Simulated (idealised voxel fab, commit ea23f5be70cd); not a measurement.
Title: Process Module voxel wiring stack
FYI the section here is cut, 240 nm wide, cells are 5 nm squares.
The cross-sections in this document take the form of a grid made of square cells. They are written out as bands, in order from top to bottom. Each band consists of one or more rows of cells.
The band entry comprises the height of the band's top followed by the height of its bottom, expressed in nm, and subsequently the band's materials from left to right, each stated together with its width in nm. Where a single material is marked with the word "full width", that material fills the band from edge to edge. The word "blank" represents empty space.
Counting heights begins at 0, where everything beneath is, in the wafer as received, one material. The lowest band has no bottom; it goes on downwards, as "0 down" shows.
A width given as "30..40" starts at the first number in the band's top row and ends at the second number in its bottom row, shifting by an equal amount at every step from row to row.
A step reported as "no change" is a step in which no cell of the cross-section changed.
What "Voids, fully enclosed" gives you is every empty space of 8 cells or more that is cut off from the top. Each appears as width x height at distance, with the distance taken from the left edge and width, height and distance all in nm.
Step line, after settings: the simulator's comment on this step.
"overlay nm" denotes, for a step that has a mask, the displacement of the mask to the right of its planned place, with negative values corresponding to the left.
[Process steps (planned)]
1) RECEIVE,material Si
2) CONFORMAL_DEP,material SiO2,thk nm 15
3) CONFORMAL_DEP,material SiN,thk nm 5
4) DIRECTIONAL_DEP,material SiO2,thk nm 15
5) PATTERN,tone open,mask id METAL_1,material resist,width nm 30,pitch nm 50,thk nm 20,overlay nm 0
6) DIRECTIONAL_ETCH,etch materials SiO2,depth nm 15
7) DIRECTIONAL_ETCH,etch materials SiN,depth nm 5
8) STRIP,etch materials resist
9) CONFORMAL_DEP,material TiN,thk nm 5
10) FILL_DEP,material Cu,thk nm 10
11) CMP,height nm 35
12) EPI,material Ru,thk nm 5
13) FILL_DEP,material SiCN,thk nm 5
14) DIRECTIONAL_DEP,material lowk,thk nm 25
15) DIRECTIONAL_DEP,material aC,thk nm 15
16) PATTERN,tone open,mask id METAL_2,material resist,width nm 30,pitch nm 50,thk nm 35,overlay nm 0
17) DIRECTIONAL_ETCH,etch materials aC,depth nm 15
18) STRIP,etch materials resist
19) DIRECTIONAL_ETCH,etch materials lowk,depth nm 15
20) STRIP,etch materials aC
21) PATTERN,tone open,mask id METAL_2_HOLES,material resist,width nm 15,thk nm 15,overlay nm 0
22) DIRECTIONAL_ETCH,etch materials lowk,depth nm 10
23) DIRECTIONAL_ETCH,etch materials SiCN,depth nm 5
24) STRIP,etch materials resist
25) CONFORMAL_DEP,material TiN,thk nm 5
26) FILL_DEP,material Ru,thk nm 10
27) CMP,height nm 70
28) CONFORMAL_DEP,material SiN,thk nm 5
[Cross-section, incoming material, after step 1]
- 0 down = Si full width
- Voids, fully enclosed: none
[The plan above was carried out on the starting structure above with one mistake, and this cross-section shows the wafer at the end of the module]
- 75 to 70 = SiN full width
- 70 to 60 = lowk 80 nm; TiN 5 nm; Ru 20 nm; TiN 5 nm; lowk 20 nm; TiN 5 nm; Ru 20 nm; TiN 5 nm; lowk 80 nm
- 60 to 55 = lowk 80 nm; TiN 5 nm; Ru 5 nm; TiN 20 nm; lowk 20 nm; TiN 30 nm; lowk 80 nm
- 55 to 45 = lowk 80 nm; TiN 5 nm; Ru 5 nm; TiN 5 nm; lowk 145 nm
- 45 to 40 = SiCN 80 nm; TiN 15 nm; SiCN 145 nm
- 40 to 35 = SiCN 80 nm; Ru 35 nm; SiCN 15 nm; Ru 35 nm; SiCN 75 nm
- 35 to 20 = SiO2 85 nm; TiN 5 nm; Cu 15 nm; TiN 5 nm; SiO2 25 nm; TiN 5 nm; Cu 15 nm; TiN 5 nm; SiO2 80 nm
- 20 to 15 = SiN 85 nm; TiN 25 nm; SiN 25 nm; TiN 25 nm; SiN 80 nm
- 15 to 0 = SiO2 full width
- 0 down = Si full width
- Voids, fully enclosed: none
Processing error: rather than as planned, step 5 actually ran as PATTERN,tone open,mask id METAL_1,material resist,width nm 25,pitch nm 50,thk nm 20,overlay nm 0
